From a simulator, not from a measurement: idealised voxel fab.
process module | voxel self aligned contacts
cross-section cut | 280 nm wide | cells 5 nm
A cross-section is a grid of square cells, given in bands from the top down. A band is one or more rows of cells.
Each band's line starts with the height of the band's top and of its bottom, in nm. Then come its materials from left to right, each with its width in nm. One material with "throughout" fills the band from edge to edge. "air" is empty space.
Height 0 is the level under which the wafer as received is all one material. The lowest band goes on downwards, as in "0 down".
A width such as "30 to 40" changes by the same amount from each row of cells to the next, from the band's top row to its bottom row.
"no change" after a step means that no cell of the cross-section changed.
closed voids: empty space of 8 cells or more with no open way to the top, each as width x height at its distance from the left edge, in nm
after a step's settings: what the simulator itself notes on the step
overlay nm, on a step with a mask: how far to the right of its planned place the mask lay; to the left if negative
plan
1 op RECEIVE | material Si
2 op CONFORMAL_DEP | material SiO2 | thk nm 5
3 op DIRECTIONAL_DEP | material polySi | thk nm 25
4 op DIRECTIONAL_DEP | material SiN | thk nm 20
5 op PATTERN | tone cover | mask id GATE | material resist | width nm 30 | pitch nm 55 | thk nm 20 | overlay nm 0
6 op DIRECTIONAL_ETCH | etch materials SiN | depth nm 20
7 op DIRECTIONAL_ETCH | etch materials polySi | depth nm 25
8 op STRIP | etch materials resist
9 op CONFORMAL_DEP | material SiN | thk nm 5
10 op DIRECTIONAL_ETCH | etch materials SiN | depth nm 5
11 op FILL_DEP | material SiO2 | thk nm 10
12 op CMP | height nm 55
13 op PATTERN | tone open | mask id CONTACT | material resist | width nm 35 | pitch nm 55 | thk nm 15 | overlay nm 0
14 op DIRECTIONAL_ETCH | etch materials SiO2 | depth nm 55
15 op STRIP | etch materials resist
16 op CONFORMAL_DEP | material TiN | thk nm 5
17 op FILL_DEP | material W | thk nm 10
18 op CMP | height nm 55
19 op CONFORMAL_DEP | material SiN | thk nm 5
first wafer, as planned
as received, after step 1
  0 down: Si throughout
  closed voids: none
after step 2
  5 to 0: SiO2 throughout
  below 0: unchanged
after step 3
  30 to 5: polySi throughout
  below 5: unchanged
after step 4
  50 to 30: SiN throughout
  below 30: unchanged
after step 5
  70 to 50: air 70 | resist 30 | air 25 | resist 30 | air 25 | resist 30 | air 70
  below 50: unchanged
after step 6
  70 to 50: air 70 | resist 30 | air 25 | resist 30 | air 25 | resist 30 | air 70
  50 to 30: air 70 | SiN 30 | air 25 | SiN 30 | air 25 | SiN 30 | air 70
  below 30: unchanged
after step 7
  70 to 50: air 70 | resist 30 | air 25 | resist 30 | air 25 | resist 30 | air 70
  50 to 30: air 70 | SiN 30 | air 25 | SiN 30 | air 25 | SiN 30 | air 70
  30 to 5: air 70 | polySi 30 | air 25 | polySi 30 | air 25 | polySi 30 | air 70
  below 5: unchanged
after step 8
  50 to 30: air 70 | SiN 30 | air 25 | SiN 30 | air 25 | SiN 30 | air 70
  below 30: unchanged
after step 9
  55 to 30: air 65 | SiN 40 | air 15 | SiN 40 | air 15 | SiN 40 | air 65
  30 to 10: air 65 | SiN 5 | polySi 30 | SiN 5 | air 15 | SiN 5 | polySi 30 | SiN 5 | air 15 | SiN 5 | polySi 30 | SiN 5 | air 65
  10 to 5: SiN 70 | polySi 30 | SiN 25 | polySi 30 | SiN 25 | polySi 30 | SiN 70
  below 5: unchanged
after step 10
  50 to 30: air 65 | SiN 40 | air 15 | SiN 40 | air 15 | SiN 40 | air 65
  30 to 5: air 65 | SiN 5 | polySi 30 | SiN 5 | air 15 | SiN 5 | polySi 30 | SiN 5 | air 15 | SiN 5 | polySi 30 | SiN 5 | air 65
  below 5: unchanged
after step 11
  60 to 50: SiO2 throughout
  50 to 30: SiO2 65 | SiN 40 | SiO2 15 | SiN 40 | SiO2 15 | SiN 40 | SiO2 65
  30 to 5: SiO2 65 | SiN 5 | polySi 30 | SiN 5 | SiO2 15 | SiN 5 | polySi 30 | SiN 5 | SiO2 15 | SiN 5 | polySi 30 | SiN 5 | SiO2 65
  below 5: unchanged
after step 12
  55 to 50: SiO2 throughout
  below 50: unchanged
after step 13
  70 to 55: resist 95 | air 35 | resist 20 | air 35 | resist 95
  below 55: unchanged
after step 14
  70 to 55: resist 95 | air 35 | resist 20 | air 35 | resist 95
  55 to 50: SiO2 95 | air 35 | SiO2 20 | air 35 | SiO2 95
  50 to 30: SiO2 65 | SiN 40 | air 15 | SiN 40 | air 15 | SiN 40 | SiO2 65
  30 to 5: SiO2 65 | SiN 5 | polySi 30 | SiN 5 | air 15 | SiN 5 | polySi 30 | SiN 5 | air 15 | SiN 5 | polySi 30 | SiN 5 | SiO2 65
  5 to 0: SiO2 105 | air 15 | SiO2 40 | air 15 | SiO2 105
  below 0: unchanged
after step 15
  55 to 50: SiO2 95 | air 35 | SiO2 20 | air 35 | SiO2 95
  below 50: unchanged
after step 16
  60 to 55: TiN 100 | air 25 | TiN 30 | air 25 | TiN 100
  55 to 50: SiO2 95 | TiN 15 | air 5 | TiN 15 | SiO2 20 | TiN 15 | air 5 | TiN 15 | SiO2 95
  50 to 30: SiO2 65 | SiN 40 | TiN 5 | air 5 | TiN 5 | SiN 40 | TiN 5 | air 5 | TiN 5 | SiN 40 | SiO2 65
  30 to 5: SiO2 65 | SiN 5 | polySi 30 | SiN 5 | TiN 5 | air 5 | TiN 5 | SiN 5 | polySi 30 | SiN 5 | TiN 5 | air 5 | TiN 5 | SiN 5 | polySi 30 | SiN 5 | SiO2 65
  5 to 0: SiO2 105 | TiN 15 | SiO2 40 | TiN 15 | SiO2 105
  below 0: unchanged
after step 17
  70 to 60: W throughout
  60 to 55: TiN 100 | W 25 | TiN 30 | W 25 | TiN 100
  55 to 50: SiO2 95 | TiN 15 | W 5 | TiN 15 | SiO2 20 | TiN 15 | W 5 | TiN 15 | SiO2 95
  50 to 30: SiO2 65 | SiN 40 | TiN 5 | W 5 | TiN 5 | SiN 40 | TiN 5 | W 5 | TiN 5 | SiN 40 | SiO2 65
  30 to 5: SiO2 65 | SiN 5 | polySi 30 | SiN 5 | TiN 5 | W 5 | TiN 5 | SiN 5 | polySi 30 | SiN 5 | TiN 5 | W 5 | TiN 5 | SiN 5 | polySi 30 | SiN 5 | SiO2 65
  below 5: unchanged
after step 18
  55 to 50: SiO2 95 | TiN 15 | W 5 | TiN 15 | SiO2 20 | TiN 15 | W 5 | TiN 15 | SiO2 95
  below 50: unchanged
after step 19
  60 to 55: SiN throughout
  below 55: unchanged
second wafer: like start, like plan, one mistake. Through step 12 it matches the first wafer
when step 13 should have ended
  70 to 55: air 95 | resist 35 | air 20 | resist 35 | air 95
  below 55: unchanged
when step 14 should have ended
  70 to 55: air 95 | resist 35 | air 20 | resist 35 | air 95
  55 to 50: air 95 | SiO2 35 | air 20 | SiO2 35 | air 95
  50 to 30: air 65 | SiN 40 | SiO2 15 | SiN 40 | SiO2 15 | SiN 40 | air 65
  30 to 5: air 65 | SiN 5 | polySi 30 | SiN 5 | SiO2 15 | SiN 5 | polySi 30 | SiN 5 | SiO2 15 | SiN 5 | polySi 30 | SiN 5 | air 65
  5 to 0: air 65 | SiO2 150 | air 65
  below 0: unchanged
when step 15 should have ended
  55 to 50: air 95 | SiO2 35 | air 20 | SiO2 35 | air 95
  below 50: unchanged
when step 16 should have ended
  60 to 55: air 90 | TiN 45 | air 10 | TiN 45 | air 90
  55 to 50: air 60 | TiN 35 | SiO2 35 | TiN 20 | SiO2 35 | TiN 35 | air 60
  50 to 30: air 60 | TiN 5 | SiN 40 | SiO2 15 | SiN 40 | SiO2 15 | SiN 40 | TiN 5 | air 60
  30 to 5: air 60 | TiN 5 | SiN 5 | polySi 30 | SiN 5 | SiO2 15 | SiN 5 | polySi 30 | SiN 5 | SiO2 15 | SiN 5 | polySi 30 | SiN 5 | TiN 5 | air 60
  5 to 0: TiN 65 | SiO2 150 | TiN 65
  below 0: unchanged
when step 17 should have ended
  70 to 60: W throughout
  60 to 55: W 90 | TiN 45 | W 10 | TiN 45 | W 90
  55 to 50: W 60 | TiN 35 | SiO2 35 | TiN 20 | SiO2 35 | TiN 35 | W 60
  50 to 30: W 60 | TiN 5 | SiN 40 | SiO2 15 | SiN 40 | SiO2 15 | SiN 40 | TiN 5 | W 60
  30 to 5: W 60 | TiN 5 | SiN 5 | polySi 30 | SiN 5 | SiO2 15 | SiN 5 | polySi 30 | SiN 5 | SiO2 15 | SiN 5 | polySi 30 | SiN 5 | TiN 5 | W 60
  below 5: unchanged
when step 18 should have ended
  55 to 50: W 60 | TiN 35 | SiO2 35 | TiN 20 | SiO2 35 | TiN 35 | W 60
  below 50: unchanged
when step 19 should have ended
  60 to 55: SiN throughout
  below 55: unchanged
what went wrong: step 13 ran as: op PATTERN | tone cover | mask id CONTACT | material resist | width nm 35 | pitch nm 55 | thk nm 15 | overlay nm 0
at the end the second wafer has, in cells: 228 fewer of SiO2 | 8 more of TiN | 220 more of W
